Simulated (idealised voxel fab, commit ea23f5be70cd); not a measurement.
Process module heading - voxel capacitor over wiring
For reference, the cross-section in this document is cut, with width 150 nm and square cells of 5 nm.
How to read a cross-section here: the picture is a grid of square cells, written as bands going from the top down, and any band can span one or more rows of cells. Band: top and bottom heights (nm) first, top before bottom; then materials from left to right, widths in nm. "full width" marks a sole material filling the band edge to edge. "blank" denotes empty space. Beneath 0, the wafer as received is one material, and that level is where height counting begins. The lowest band goes on downward without a bottom; it is written like "0 down". A two-number width, for instance "30..40", indicates that the width is equal to the first number in the top row of the band and to the second number in the bottom row, and that it changes by a constant amount per row of cells. Step marked "nothing different"? Then no cell in the cross-section changed in it. Reported under the label "Fully enclosed voids" are the empty spaces having no open way to the top and comprising 8 cells or more; the notation for each is width x height at distance, in which the distance is measured from the left edge and all three values are in nm. The remark found on a step's line after its settings is issued by the simulator itself and pertains to that step. For masked steps, "overlay nm" on the step line gives how far right of plan the mask actually lay; a minus sign means it lay to the left.

These are the steps we planned for the process:
1: RECEIVE,material Si
2: CONFORMAL_DEP,material SiO2,thk nm 15
3: CONFORMAL_DEP,material SiN,thk nm 5
4: DIRECTIONAL_DEP,material lowk,thk nm 25
5: PATTERN,tone open,mask id METAL_1,material resist,width nm 25,pitch nm 95,thk nm 20,overlay nm 0
6: DIRECTIONAL_ETCH,etch materials lowk,depth nm 25
7: DIRECTIONAL_ETCH,etch materials SiN,depth nm 5
8: STRIP,etch materials resist
9: CONFORMAL_DEP,material TiN,thk nm 5
10: FILL_DEP,material Cu,thk nm 10
11: CMP,height nm 45
12: CONFORMAL_DEP,material SiCN,thk nm 5
13: DIRECTIONAL_DEP,material lowk,thk nm 20
14: DIRECTIONAL_DEP,material aC,thk nm 15
15: PATTERN,tone open,mask id PLUG_1,material resist,width nm 15,thk nm 35,overlay nm 0
16: DIRECTIONAL_ETCH,etch materials aC,depth nm 15
17: STRIP,etch materials resist
18: DIRECTIONAL_ETCH,etch materials lowk,depth nm 20
19: DIRECTIONAL_ETCH,etch materials SiCN,depth nm 5
20: STRIP,etch materials aC
21: CONFORMAL_DEP,material TiN,thk nm 5
22: FILL_DEP,material Ru,thk nm 10
23: CMP,height nm 70
24: DIRECTIONAL_DEP,material TiN,thk nm 5
25: DIRECTIONAL_DEP,material Al2O3,thk nm 5
26: DIRECTIONAL_DEP,material TiN,thk nm 10
27: DIRECTIONAL_DEP,material aC,thk nm 10
28: PATTERN,tone cover,mask id UPPER_PLATE,material resist,width nm 75,thk nm 30,overlay nm 0
29: DIRECTIONAL_ETCH,etch materials aC,depth nm 10
30: STRIP,etch materials resist
31: DIRECTIONAL_ETCH,etch materials TiN,depth nm 10
32: DIRECTIONAL_ETCH,etch materials Al2O3,depth nm 5
33: STRIP,etch materials aC
34: MASKED_ETCH,tone cover,mask id LOWER_PLATE,width nm 85,etch materials TiN,depth nm 5,overlay nm 0
35: FILL_DEP,material SiO2,thk nm 20
36: CMP,height nm 105
37: DIRECTIONAL_DEP,material aC,thk nm 15
38: PATTERN,tone open,mask id PLUG_2,material resist,width nm 15,thk nm 30,overlay nm 0
39: DIRECTIONAL_ETCH,etch materials aC,depth nm 15
40: STRIP,etch materials resist
41: DIRECTIONAL_ETCH,etch materials SiO2,depth nm 15
42: STRIP,etch materials aC
43: CONFORMAL_DEP,material TiN,thk nm 5
44: FILL_DEP,material Cu,thk nm 10
45: CMP,height nm 105
46: CONFORMAL_DEP,material SiN,thk nm 5

Cross-sectional view of the wafer in its as-received condition, corresponding to the state after step 1:
    0 down: Si full width
    Fully enclosed voids: none

Starting structure and process plan are as shown above, but one mistake was made in running the module; the wafer cross-section at the end of the module follows:
    110 to 105: SiN full width
    105 to 95: 35 nm SiO2; 5 nm TiN; 5 nm Cu; 5 nm TiN; 100 nm SiO2
    95 to 90: 35 nm SiO2; 15 nm TiN; 100 nm SiO2
    90 to 80: 25 nm SiO2; 75 nm TiN; 50 nm SiO2
    80 to 75: 25 nm SiO2; 75 nm Al2O3; 50 nm SiO2
    75 to 70: 20 nm SiO2; 85 nm TiN; 45 nm SiO2
    70 to 50: 20 nm Ru; 5 nm TiN; 15 nm lowk; 5 nm TiN; 105 nm Ru
    50 to 45: 25 nm TiN; 15 nm SiCN; 110 nm TiN
    45 to 20: 15 nm lowk; 5 nm TiN; 15 nm Cu; 5 nm TiN; 70 nm lowk; 5 nm TiN; 15 nm Cu; 5 nm TiN; 15 nm lowk
    20 to 15: 15 nm SiN; 25 nm TiN; 70 nm SiN; 25 nm TiN; 15 nm SiN
    15 to 0: SiO2 full width
    0 down: Si full width
    Fully enclosed voids: none
Deviation from plan: rather than as planned, step 15 actually ran as PATTERN,tone cover,mask id PLUG_1,material resist,width nm 15,thk nm 35,overlay nm 0
